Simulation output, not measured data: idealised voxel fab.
Process module, titled voxel trench capacitor
Displayed cross-section: cut, width of 200 nm, square cells sized 5 nm.
A cross-section is a grid of square cells, given in bands from the top down. A band is one or more rows of cells.
Each band's line starts with the height of the band's top and of its bottom, in nm. Then come its materials from left to right, each with its width in nm. One material with "all across" fills the band from edge to edge. "blank" is empty space.
A quick word on heights: they are counted from 0, and under that level the wafer as it came to us is one material throughout. The lowest band is different from the rest in having no bottom; it simply continues downward, written as in "top 0, no bottom".
You'd read "30 to 40" like this: the band's top row of cells is as wide as the first number, its bottom row is as wide as the second, and going down, every row changes width by the same amount as the row before did.
"all unchanged", as given for a step, is the statement that not any cell of the cross-section underwent a change during that step.
Entry "Sealed voids" = empty spaces >= 8 cells with no open way to the top; each as width x height at distance, distance from left edge, all nm.
Step line, after settings: the simulator's comment on this step.
On any step carrying a mask, the "overlay nm" setting, if present on the step's line, tells how far right of its planned place the mask lay; negative values point to the left.
Pairs, read this way: before one process step on the one hand, after it on the other, the after cross-section ending at the lowest band that changed; the step between, settings included, beneath. Same starting wafer throughout, but possibly different runs of this module, so no pair continues from the pair above unless its entry headed "Prior to processing" says so.
## Prior to processing
  top 20, bottom 5  blank: 45; aC: 25; blank: 15; aC: 25; blank: 15; aC: 25; blank: 50
  top 5, bottom 0  blank: 45; SiN: 25; blank: 15; SiN: 25; blank: 15; SiN: 25; blank: 50
  top 0, bottom -35  blank: 45; Si: 25; blank: 15; Si: 25; blank: 15; Si: 25; blank: 50
  top -35, no bottom  Si all across
  Sealed voids: none
## after
  top 5, bottom 0  blank: 45; SiN: 25; blank: 15; SiN: 25; blank: 15; SiN: 25; blank: 50
  All layers under 0 are left as they were.
  Sealed voids: none
Before/after cross-sections above; step in between: STRIP [etch materials aC]
Prior to processing: just use the after drawing of the pair above as your starting point.
## after
  top 10, bottom 5  blank: 40; Al2O3: 35; blank: 5; Al2O3: 35; blank: 5; Al2O3: 35; blank: 45
  top 5, bottom 0  blank: 40; Al2O3: 5; SiN: 25; Al2O3: 5; blank: 5; Al2O3: 5; SiN: 25; Al2O3: 5; blank: 5; Al2O3: 5; SiN: 25; Al2O3: 5; blank: 45
  top 0, bottom -30  blank: 40; Al2O3: 5; Si: 25; Al2O3: 5; blank: 5; Al2O3: 5; Si: 25; Al2O3: 5; blank: 5; Al2O3: 5; Si: 25; Al2O3: 5; blank: 45
  top -30, bottom -35  Al2O3: 45; Si: 25; Al2O3: 15; Si: 25; Al2O3: 15; Si: 25; Al2O3: 50
  All layers under -35 are left as they were.
  Sealed voids: none
Before/after cross-sections above; step in between: CONFORMAL_DEP [material Al2O3] [thk nm 5]
Prior to processing: just use the after drawing of the pair above as your starting point.
## after
  top 15, bottom 10  polySi all across
  top 10, bottom 5  polySi: 40; Al2O3: 35; polySi: 5; Al2O3: 35; polySi: 5; Al2O3: 35; polySi: 45
  top 5, bottom 0  polySi: 40; Al2O3: 5; SiN: 25; Al2O3: 5; polySi: 5; Al2O3: 5; SiN: 25; Al2O3: 5; polySi: 5; Al2O3: 5; SiN: 25; Al2O3: 5; polySi: 45
  top 0, bottom -30  polySi: 40; Al2O3: 5; Si: 25; Al2O3: 5; polySi: 5; Al2O3: 5; Si: 25; Al2O3: 5; polySi: 5; Al2O3: 5; Si: 25; Al2O3: 5; polySi: 45
  All layers under -30 are left as they were.
  Sealed voids: none
Before/after cross-sections above; step in between: FILL_DEP [material polySi] [thk nm 5]
Prior to processing: just use the after drawing of the pair above as your starting point.
## after
  top 5, bottom 0  polySi: 40; Al2O3: 5; SiN: 25; Al2O3: 5; polySi: 5; Al2O3: 5; SiN: 25; Al2O3: 5; polySi: 5; Al2O3: 5; SiN: 25; Al2O3: 5; polySi: 45
  All layers under 0 are left as they were.
  Sealed voids: none
Before/after cross-sections above; step in between: CMP [height nm 5]
